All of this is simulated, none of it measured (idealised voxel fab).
Title: Process Module voxel self aligned contacts
Section shown: cut. Width: 245 nm. Cell size: 5 nm, square.
In what follows, cross-sections appear as grids of square cells, described through bands that run from the top down, where every band is one or more rows of cells.
Band: top height; bottom height; in nm. Then, left to right: material with width in nm, for each material. "edge to edge": a single material spanning edge to edge. "air": empty space.
The reference from which all heights are counted is 0, the level beneath which the as-received wafer is entirely one material; the lowest band, having no lower bound, proceeds downward and is written after the example "0 nm and below".
A width given as "30 to 40" starts at the first number in the band's top row and ends at the second number in its bottom row, shifting by an equal amount at every step from row to row.
Step marked "remains unaltered"? Then no cell in the cross-section changed in it.
Enclosed voids (no open way to top), threshold 8 cells or more, entry "Listed closed voids", notation width x height at distance, distance from left edge, nm.
Heads up: the bit after the settings on a step's line is the simulator's remark on that step.
A step's line can hold "overlay nm"; with a mask on that step, the setting says how far right of the planned place the mask lay, while a negative setting says it lay to the left.
HERE'S WHAT THE PLANNED PROCESS STEPS LOOK LIKE
- 1: op RECEIVE | material Si
- 2: op CONFORMAL_DEP | material SiO2 | thk nm 5
- 3: op DIRECTIONAL_DEP | material polySi | thk nm 20
- 4: op DIRECTIONAL_DEP | material SiN | thk nm 25
- 5: op DIRECTIONAL_DEP | material aC | thk nm 10
- 6: op PATTERN | tone cover | mask id GATE | material resist | width nm 25 | pitch nm 70 | thk nm 30 | overlay nm 0
- 7: op DIRECTIONAL_ETCH | etch materials aC | depth nm 10
- 8: op STRIP | etch materials resist
- 9: op DIRECTIONAL_ETCH | etch materials SiN | depth nm 25
- 10: op DIRECTIONAL_ETCH | etch materials polySi | depth nm 20
- 11: op STRIP | etch materials aC
- 12: op CONFORMAL_DEP | material SiN | thk nm 10
- 13: op DIRECTIONAL_ETCH | etch materials SiN | depth nm 10
- 14: op FILL_DEP | material SiO2 | thk nm 10
- 15: op CMP | height nm 55
- 16: op MASKED_ETCH | tone open | mask id CONTACT | width nm 55 | pitch nm 70 | etch materials SiO2 | depth nm 55 | overlay nm 0
- 17: op CONFORMAL_DEP | material TiN | thk nm 5
- 18: op FILL_DEP | material W | thk nm 5
- 19: op CMP | height nm 55
- 20: op CONFORMAL_DEP | material SiCN | thk nm 5
AS RECEIVED, AFTER STEP 1
    0 nm and below: Si edge to edge
    Listed closed voids: none
HERE'S THE CROSS-SECTION OF THE FIRST OF OUR TWO WAFERS AT THE END OF THE MODULE - IT RAN AS PLANNED
    60 nm to 55 nm: SiCN edge to edge
    55 nm to 50 nm: SiO2 (60); TiN (20); W (15); TiN (20); SiO2 (15); TiN (20); W (15); TiN (20); SiO2 (60)
    50 nm to 25 nm: SiO2 (30); SiN (45); TiN (5); W (15); TiN (5); SiN (45); TiN (5); W (15); TiN (5); SiN (45); SiO2 (30)
    25 nm to 5 nm: SiO2 (30); SiN (10); polySi (25); SiN (10); TiN (5); W (15); TiN (5); SiN (10); polySi (25); SiN (10); TiN (5); W (15); TiN (5); SiN (10); polySi (25); SiN (10); SiO2 (30)
    5 nm to 0 nm: SiO2 (75); TiN (25); SiO2 (45); TiN (25); SiO2 (75)
    0 nm and below: Si edge to edge
    Listed closed voids: none
HERE'S THE SECOND OF OUR TWO WAFERS SECTIONED AT MODULE END. SAME START AS THE FIRST, SAME PLAN, BUT ONE MISTAKE GOT MADE RUNNING IT
    60 nm to 55 nm: SiCN edge to edge
    55 nm to 50 nm: SiO2 (60); TiN (20); W (15); TiN (20); SiO2 (15); TiN (20); W (15); TiN (20); SiO2 (60)
    50 nm to 35 nm: SiO2 (30); SiN (10); polySi (25); SiN (10); TiN (5); W (15); TiN (5); SiN (10); polySi (25); SiN (10); TiN (5); W (15); TiN (5); SiN (10); polySi (25); SiN (10); SiO2 (30)
    35 nm to 30 nm: SiO2 (30); SiN (10); polySi (25); SiN (10); TiN (25); SiN (10); polySi (25); SiN (10); TiN (25); SiN (10); polySi (25); SiN (10); SiO2 (30)
    30 nm to 5 nm: SiN edge to edge
    5 nm to 0 nm: SiO2 edge to edge
    0 nm and below: Si edge to edge
    Listed closed voids: none
Deviation noted in wafer processing: the intended sequence of steps 3 and 4 was reversed during processing, with each occupying the position of the other
Final tally in cells, some materials are higher or lower on the second wafer than on the first: SiN: 110 more; SiO2: 50 fewer; TiN: 24 fewer; W: 36 fewer
